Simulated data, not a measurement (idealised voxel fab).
The process module that follows is named voxel self aligned vias.
Shown is cross-section cut, with a width of 300 nm and square cells of size 5 nm.
Bands, listed from the top down, are how a cross-section gets written in this document; the cross-section itself is a grid of square cells, and a band is one or more rows of them. Band: top height; bottom height; in nm. Then, left to right: material with width in nm, for each material. "everywhere": a single material spanning edge to edge. "empty": empty space. Measure heights from 0. That's the level where, below it, the as-received wafer is all one material. The lowest band is bottomless and extends downward; write it as in "from 0 down". Width: "30..40" (first number = top row, second number = bottom row, same change from row to row of cells). Basically "all unchanged" means that step didn't change any cell in the cross-section. The entry "Closed void roster" lists the empty spaces that cover at least 8 cells and have no open path to the top. Each is written as width x height at distance, where the distance is measured from the left edge and all three values are in nm. On each step's line, the part that comes after the settings is the simulator's own comment on the step. overlay nm: right-of-plan distance of the mask on a masked step; negative values mean left-of-plan.

The process steps that were planned are listed below:
step 1: RECEIVE with material Si
step 2: CONFORMAL_DEP with material SiO2, thk nm 10
step 3: CONFORMAL_DEP with material SiCN, thk nm 5
step 4: DIRECTIONAL_DEP with material lowk, thk nm 20
step 5: DIRECTIONAL_DEP with material aC, thk nm 10
step 6: PATTERN with tone open, mask id LINES, material resist, width nm 20, pitch nm 70, thk nm 30, overlay nm 0
step 7: DIRECTIONAL_ETCH with etch materials aC, depth nm 10
step 8: STRIP with etch materials resist
step 9: DIRECTIONAL_ETCH with etch materials lowk, depth nm 20
step 10: STRIP with etch materials aC
step 11: CONFORMAL_DEP with material TiN, thk nm 5
step 12: FILL_DEP with material W, thk nm 10
step 13: CMP with height nm 35
step 14: SELECTIVE_ETCH with etch materials W Ru TiN, depth nm 5
step 15: FILL_DEP with material SiN, thk nm 5
step 16: CMP with height nm 35
step 17: DIRECTIONAL_DEP with material lowk, thk nm 20
step 18: PATTERN with tone open, mask id VIAS, material resist, width nm 40, thk nm 20, overlay nm 0
step 19: DIRECTIONAL_ETCH with etch materials lowk, depth nm 20
step 20: DIRECTIONAL_ETCH with etch materials SiN, depth nm 5
step 21: STRIP with etch materials resist
step 22: CONFORMAL_DEP with material TiN, thk nm 5
step 23: FILL_DEP with material W, thk nm 10
step 24: CMP with height nm 55
step 25: CONFORMAL_DEP with material SiN, thk nm 5

First wafer of two (run as planned):

Received-state cross-section, reflecting completion of step 1:
from 0 down  Si everywhere
Closed void roster: none

After step 2:
from 10 to 0  SiO2 everywhere
All layers under 0 are left as they were.

After step 3:
from 15 to 10  SiCN everywhere
All layers under 10 are left as they were.

After step 4:
from 35 to 15  lowk everywhere
All layers under 15 are left as they were.

After step 5:
from 45 to 35  aC everywhere
All layers under 35 are left as they were.

After step 6:
from 75 to 45  resist=105 | empty=20 | resist=50 | empty=20 | resist=105
All layers under 45 are left as they were.

After step 7:
from 65 to 45  resist=105 | empty=20 | resist=50 | empty=20 | resist=105
from 45 to 35  aC=105 | empty=20 | aC=50 | empty=20 | aC=105
All layers under 35 are left as they were.

After step 8:
from 45 to 35  aC=105 | empty=20 | aC=50 | empty=20 | aC=105
All layers under 35 are left as they were.

After step 9:
from 45 to 35  aC=105 | empty=20 | aC=50 | empty=20 | aC=105
from 35 to 15  lowk=105 | empty=20 | lowk=50 | empty=20 | lowk=105
All layers under 15 are left as they were.

After step 10:
from 35 to 15  lowk=105 | empty=20 | lowk=50 | empty=20 | lowk=105
All layers under 15 are left as they were.

After step 11:
from 40 to 35  TiN=110 | empty=10 | TiN=60 | empty=10 | TiN=110
from 35 to 20  lowk=105 | TiN=5 | empty=10 | TiN=5 | lowk=50 | TiN=5 | empty=10 | TiN=5 | lowk=105
from 20 to 15  lowk=105 | TiN=20 | lowk=50 | TiN=20 | lowk=105
All layers under 15 are left as they were.

After step 12:
from 50 to 40  W everywhere
from 40 to 35  TiN=110 | W=10 | TiN=60 | W=10 | TiN=110
from 35 to 20  lowk=105 | TiN=5 | W=10 | TiN=5 | lowk=50 | TiN=5 | W=10 | TiN=5 | lowk=105
All layers under 20 are left as they were.

After step 13:
from 35 to 20  lowk=105 | TiN=5 | W=10 | TiN=5 | lowk=50 | TiN=5 | W=10 | TiN=5 | lowk=105
All layers under 20 are left as they were.

After step 14:
from 35 to 30  lowk=105 | empty=20 | lowk=50 | empty=20 | lowk=105
All layers under 30 are left as they were.

After step 15:
from 40 to 35  SiN everywhere
from 35 to 30  lowk=105 | SiN=20 | lowk=50 | SiN=20 | lowk=105
All layers under 30 are left as they were.

After step 16:
from 35 to 30  lowk=105 | SiN=20 | lowk=50 | SiN=20 | lowk=105
All layers under 30 are left as they were.

After step 17:
from 55 to 35  lowk everywhere
All layers under 35 are left as they were.

After step 18:
from 75 to 55  resist=95 | empty=40 | resist=165
All layers under 55 are left as they were.

After step 19:
from 75 to 55  resist=95 | empty=40 | resist=165
from 55 to 35  lowk=95 | empty=40 | lowk=165
All layers under 35 are left as they were.

After step 20:
from 75 to 55  resist=95 | empty=40 | resist=165
from 55 to 35  lowk=95 | empty=40 | lowk=165
from 35 to 30  lowk=105 | empty=20 | lowk=50 | SiN=20 | lowk=105
All layers under 30 are left as they were.

After step 21:
from 55 to 35  lowk=95 | empty=40 | lowk=165
All layers under 35 are left as they were.

After step 22:
from 60 to 55  TiN=100 | empty=30 | TiN=170
from 55 to 40  lowk=95 | TiN=5 | empty=30 | TiN=5 | lowk=165
from 40 to 35  lowk=95 | TiN=15 | empty=10 | TiN=15 | lowk=165
from 35 to 30  lowk=105 | TiN=20 | lowk=50 | SiN=20 | lowk=105
All layers under 30 are left as they were.

After step 23:
from 70 to 60  W everywhere
from 60 to 55  TiN=100 | W=30 | TiN=170
from 55 to 40  lowk=95 | TiN=5 | W=30 | TiN=5 | lowk=165
from 40 to 35  lowk=95 | TiN=15 | W=10 | TiN=15 | lowk=165
All layers under 35 are left as they were.

After step 24:
from 55 to 40  lowk=95 | TiN=5 | W=30 | TiN=5 | lowk=165
All layers under 40 are left as they were.

After step 25:
from 60 to 55  SiN everywhere
All layers under 55 are left as they were.

Here the second wafer is described. Its start and its plan were those of the first wafer. Its run contained one mistake. Up to and including step 23, it did exactly what the first wafer did:

Cross-sectional representation of the second wafer at the time designated in the plan for the completion of step 24: all unchanged

Cross-sectional representation of the second wafer at the time designated in the plan for the completion of step 25:
from 75 to 70  SiN everywhere
All layers under 70 are left as they were.
What broke from the plan during processing? the plan's step 24 was left out and never carried out
The closing comparison, in cells, has the second wafer with more or fewer of some materials than the first: TiN +54, W +126
